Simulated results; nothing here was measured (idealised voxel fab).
Proc. module: voxel capacitor over wiring
This is section cut - it's 245 nm across, gridded in 5 nm square cells.
Notation: cross-section as square-cell grid; stated in bands, top first, going down; one or more cell rows per band.
Read a band's entry like this: the first values are the height of its top and the height of its bottom in nm, and what follows is the sequence of materials from left to right, each with its width in nm. Note that "air" is empty space, and that a single material marked "everywhere" reaches across the band from edge to edge.
We count height from 0. Below that, the starting wafer is all one material. The lowest band never ends at the bottom but goes on down; see "top 0, no bottom" for how that is written.
Quick explanation for "30..40": the width changes in equal steps down the rows of cells, from the first number in the band's top row to the second number in its bottom row.
"everything unchanged" for a step: no cell of the cross-section changed in that step.
If an empty space has no open way to the top and is at least 8 cells in size, "Enclosed void entries" lists it, written width x height at distance, where distance is measured from the left edge and every value is in nm.
Whatever follows a step's settings on its line is a remark the simulator itself makes about that step.
A step's line can hold "overlay nm"; with a mask on that step, the setting says how far right of the planned place the mask lay, while a negative setting says it lay to the left.

[Steps in the process plan]
1,RECEIVE (material Si)
2,CONFORMAL_DEP (material SiO2; thk nm 15)
3,DIRECTIONAL_DEP (material TiN; thk nm 5)
4,DIRECTIONAL_DEP (material Ru; thk nm 20)
5,PATTERN (tone cover; mask id METAL_1; material resist; width nm 25; pitch nm 75; thk nm 20; overlay nm 0)
6,DIRECTIONAL_ETCH (etch materials Ru; depth nm 20)
7,DIRECTIONAL_ETCH (etch materials TiN; depth nm 5)
8,STRIP (etch materials resist)
9,CONFORMAL_DEP (material SiCN; thk nm 5)
10,FILL_DEP (material SiO2; thk nm 10)
11,CMP (height nm 40)
12,CONFORMAL_DEP (material SiCN; thk nm 5)
13,DIRECTIONAL_DEP (material lowk; thk nm 20)
14,MASKED_ETCH (tone open; mask id PLUG_1; width nm 15; etch materials lowk; depth nm 20; overlay nm 0)
15,MASKED_ETCH (tone open; mask id PLUG_1; width nm 15; etch materials SiCN; depth nm 5; overlay nm 0)
16,EPI (material Ru; thk nm 10)
17,EPI (material Ru; thk nm 10)
18,EPI (material Ru; thk nm 5)
19,DIRECTIONAL_DEP (material TiN; thk nm 10)
20,DIRECTIONAL_DEP (material SiN; thk nm 5)
21,DIRECTIONAL_DEP (material TiN; thk nm 5)
22,MASKED_ETCH (tone cover; mask id UPPER_PLATE; width nm 55; etch materials TiN; depth nm 5; overlay nm 0)
23,MASKED_ETCH (tone cover; mask id UPPER_PLATE; width nm 55; etch materials SiN; depth nm 5; overlay nm 0)
24,MASKED_ETCH (tone cover; mask id LOWER_PLATE; width nm 65; etch materials TiN; depth nm 10; overlay nm 0)
25,FILL_DEP (material SiO2; thk nm 15)
26,CMP (height nm 95)
27,DIRECTIONAL_DEP (material aC; thk nm 10)
28,PATTERN (tone open; mask id PLUG_2; material resist; width nm 15; thk nm 25; overlay nm 0)
29,DIRECTIONAL_ETCH (etch materials aC; depth nm 10)
30,STRIP (etch materials resist)
31,DIRECTIONAL_ETCH (etch materials SiO2; depth nm 10)
32,STRIP (etch materials aC)
33,CONFORMAL_DEP (material TiN; thk nm 5)
34,FILL_DEP (material Cu; thk nm 10)
35,CMP (height nm 95)
36,CONFORMAL_DEP (material SiN; thk nm 5)

[First out of two wafers; run went to plan]

[This is the cross-section of the wafer as we received it, i.e. after step 1]
- top 0, no bottom = Si everywhere
- Enclosed void entries: none

[Step 2 done - wafer cross-section]
- top 15, bottom 0 = SiO2 everywhere
- Note: structure below 0 unchanged.

[Step 3 done - wafer cross-section]
- top 20, bottom 15 = TiN everywhere
- Note: structure below 15 unchanged.

[Step 4 done - wafer cross-section]
- top 40, bottom 20 = Ru everywhere
- Note: structure below 20 unchanged.

[Step 5 done - wafer cross-section]
- top 60, bottom 40 = air 70 / resist 25 / air 50 / resist 25 / air 75
- Note: structure below 40 unchanged.

[Step 6 done - wafer cross-section]
- top 60, bottom 40 = air 70 / resist 25 / air 50 / resist 25 / air 75
- top 40, bottom 20 = air 70 / Ru 25 / air 50 / Ru 25 / air 75
- Note: structure below 20 unchanged.

[Step 7 done - wafer cross-section]
- top 60, bottom 40 = air 70 / resist 25 / air 50 / resist 25 / air 75
- top 40, bottom 20 = air 70 / Ru 25 / air 50 / Ru 25 / air 75
- top 20, bottom 15 = air 70 / TiN 25 / air 50 / TiN 25 / air 75
- Note: structure below 15 unchanged.

[Step 8 done - wafer cross-section]
- top 40, bottom 20 = air 70 / Ru 25 / air 50 / Ru 25 / air 75
- Note: structure below 20 unchanged.

[Step 9 done - wafer cross-section]
- top 45, bottom 40 = air 65 / SiCN 35 / air 40 / SiCN 35 / air 70
- top 40, bottom 20 = air 65 / SiCN 5 / Ru 25 / SiCN 5 / air 40 / SiCN 5 / Ru 25 / SiCN 5 / air 70
- top 20, bottom 15 = SiCN 70 / TiN 25 / SiCN 50 / TiN 25 / SiCN 75
- Note: structure below 15 unchanged.

[Step 10 done - wafer cross-section]
- top 55, bottom 45 = SiO2 everywhere
- top 45, bottom 40 = SiO2 65 / SiCN 35 / SiO2 40 / SiCN 35 / SiO2 70
- top 40, bottom 20 = SiO2 65 / SiCN 5 / Ru 25 / SiCN 5 / SiO2 40 / SiCN 5 / Ru 25 / SiCN 5 / SiO2 70
- Note: structure below 20 unchanged.

[Step 11 done - wafer cross-section]
- top 40, bottom 20 = SiO2 65 / SiCN 5 / Ru 25 / SiCN 5 / SiO2 40 / SiCN 5 / Ru 25 / SiCN 5 / SiO2 70
- Note: structure below 20 unchanged.

[Step 12 done - wafer cross-section]
- top 45, bottom 40 = SiCN everywhere
- Note: structure below 40 unchanged.

[Step 13 done - wafer cross-section]
- top 65, bottom 45 = lowk everywhere
- Note: structure below 45 unchanged.

[Step 14 done - wafer cross-section]
- top 65, bottom 45 = lowk 80 / air 15 / lowk 150
- Note: structure below 45 unchanged.

[Step 15 done - wafer cross-section]
- top 65, bottom 45 = lowk 80 / air 15 / lowk 150
- top 45, bottom 40 = SiCN 80 / air 15 / SiCN 150
- Note: structure below 40 unchanged.

[Step 16 done - wafer cross-section]
- top 65, bottom 50 = lowk 80 / air 15 / lowk 150
- top 50, bottom 45 = lowk 80 / Ru 15 / lowk 150
- top 45, bottom 40 = SiCN 80 / Ru 15 / SiCN 150
- Note: structure below 40 unchanged.

[Step 17 done - wafer cross-section]
- top 65, bottom 60 = lowk 80 / air 15 / lowk 150
- top 60, bottom 45 = lowk 80 / Ru 15 / lowk 150
- Note: structure below 45 unchanged.

[Step 18 done - wafer cross-section]
- top 65, bottom 45 = lowk 80 / Ru 15 / lowk 150
- Note: structure below 45 unchanged.

[Step 19 done - wafer cross-section]
- top 75, bottom 65 = TiN everywhere
- Note: structure below 65 unchanged.

[Step 20 done - wafer cross-section]
- top 80, bottom 75 = SiN everywhere
- Note: structure below 75 unchanged.

[Step 21 done - wafer cross-section]
- top 85, bottom 80 = TiN everywhere
- Note: structure below 80 unchanged.

[Step 22 done - wafer cross-section]
- top 85, bottom 80 = air 80 / TiN 55 / air 110
- Note: structure below 80 unchanged.

[Step 23 done - wafer cross-section]
- top 85, bottom 80 = air 80 / TiN 55 / air 110
- top 80, bottom 75 = air 80 / SiN 55 / air 110
- Note: structure below 75 unchanged.

[Step 24 done - wafer cross-section]
- top 85, bottom 80 = air 80 / TiN 55 / air 110
- top 80, bottom 75 = air 80 / SiN 55 / air 110
- top 75, bottom 65 = air 75 / TiN 65 / air 105
- Note: structure below 65 unchanged.

[Step 25 done - wafer cross-section]
- top 100, bottom 85 = SiO2 everywhere
- top 85, bottom 80 = SiO2 80 / TiN 55 / SiO2 110
- top 80, bottom 75 = SiO2 80 / SiN 55 / SiO2 110
- top 75, bottom 65 = SiO2 75 / TiN 65 / SiO2 105
- Note: structure below 65 unchanged.

[Step 26 done - wafer cross-section]
- top 95, bottom 85 = SiO2 everywhere
- Note: structure below 85 unchanged.

[Step 27 done - wafer cross-section]
- top 105, bottom 95 = aC everywhere
- Note: structure below 95 unchanged.

[Step 28 done - wafer cross-section]
- top 130, bottom 105 = resist 90 / air 15 / resist 140
- Note: structure below 105 unchanged.

[Step 29 done - wafer cross-section]
- top 120, bottom 105 = resist 90 / air 15 / resist 140
- top 105, bottom 95 = aC 90 / air 15 / aC 140
- Note: structure below 95 unchanged.

[Step 30 done - wafer cross-section]
- top 105, bottom 95 = aC 90 / air 15 / aC 140
- Note: structure below 95 unchanged.

[Step 31 done - wafer cross-section]
- top 105, bottom 95 = aC 90 / air 15 / aC 140
- top 95, bottom 85 = SiO2 90 / air 15 / SiO2 140
- Note: structure below 85 unchanged.

[Step 32 done - wafer cross-section]
- top 95, bottom 85 = SiO2 90 / air 15 / SiO2 140
- Note: structure below 85 unchanged.

[Step 33 done - wafer cross-section]
- top 100, bottom 95 = TiN 95 / air 5 / TiN 145
- top 95, bottom 90 = SiO2 90 / TiN 5 / air 5 / TiN 5 / SiO2 140
- top 90, bottom 80 = SiO2 90..80 / TiN 15..55 / SiO2 140..110
- Note: structure below 80 unchanged.

[Step 34 done - wafer cross-section]
- top 110, bottom 100 = Cu everywhere
- top 100, bottom 95 = TiN 95 / Cu 5 / TiN 145
- top 95, bottom 90 = SiO2 90 / TiN 5 / Cu 5 / TiN 5 / SiO2 140
- Note: structure below 90 unchanged.

[Step 35 done - wafer cross-section]
- top 95, bottom 90 = SiO2 90 / TiN 5 / Cu 5 / TiN 5 / SiO2 140
- Note: structure below 90 unchanged.

[Step 36 done - wafer cross-section]
- top 100, bottom 95 = SiN everywhere
- Note: structure below 95 unchanged.

[Wafer two. Identical start, identical plan. One mistake in execution. Identical history through step 27]

[The second wafer in cross-section, at the planned close of step 28]
- top 130, bottom 105 = resist 90 / air 20 / resist 135
- Note: structure below 105 unchanged.

[The second wafer in cross-section, at the planned close of step 29]
- top 120, bottom 105 = resist 90 / air 20 / resist 135
- top 105, bottom 95 = aC 90 / air 20 / aC 135
- Note: structure below 95 unchanged.

[The second wafer in cross-section, at the planned close of step 30]
- top 105, bottom 95 = aC 90 / air 20 / aC 135
- Note: structure below 95 unchanged.

[The second wafer in cross-section, at the planned close of step 31]
- top 105, bottom 95 = aC 90 / air 20 / aC 135
- top 95, bottom 85 = SiO2 90 / air 20 / SiO2 135
- Note: structure below 85 unchanged.

[The second wafer in cross-section, at the planned close of step 32]
- top 95, bottom 85 = SiO2 90 / air 20 / SiO2 135
- Note: structure below 85 unchanged.

[The second wafer in cross-section, at the planned close of step 33]
- top 100, bottom 95 = TiN 95 / air 10 / TiN 140
- top 95, bottom 90 = SiO2 90 / TiN 5 / air 10 / TiN 5 / SiO2 135
- top 90, bottom 80 = SiO2 90..80 / TiN 20..55 / SiO2 135..110
- Note: structure below 80 unchanged.

[The second wafer in cross-section, at the planned close of step 34]
- top 110, bottom 100 = Cu everywhere
- top 100, bottom 95 = TiN 95 / Cu 10 / TiN 140
- top 95, bottom 90 = SiO2 90 / TiN 5 / Cu 10 / TiN 5 / SiO2 135
- Note: structure below 90 unchanged.

[The second wafer in cross-section, at the planned close of step 35]
- top 95, bottom 90 = SiO2 90 / TiN 5 / Cu 10 / TiN 5 / SiO2 135
- Note: structure below 90 unchanged.

[The second wafer in cross-section, at the planned close of step 36]
- top 100, bottom 95 = SiN everywhere
- Note: structure below 95 unchanged.
Plan not followed: so step 28 ended up running with a different setting than we planned, it ran as PATTERN (tone open; mask id PLUG_2; material resist; width nm 20; thk nm 25; overlay nm 0)
Cell-count delta at end, second wafer over first, by material: +1 Cu | -2 SiO2 | +1 TiN
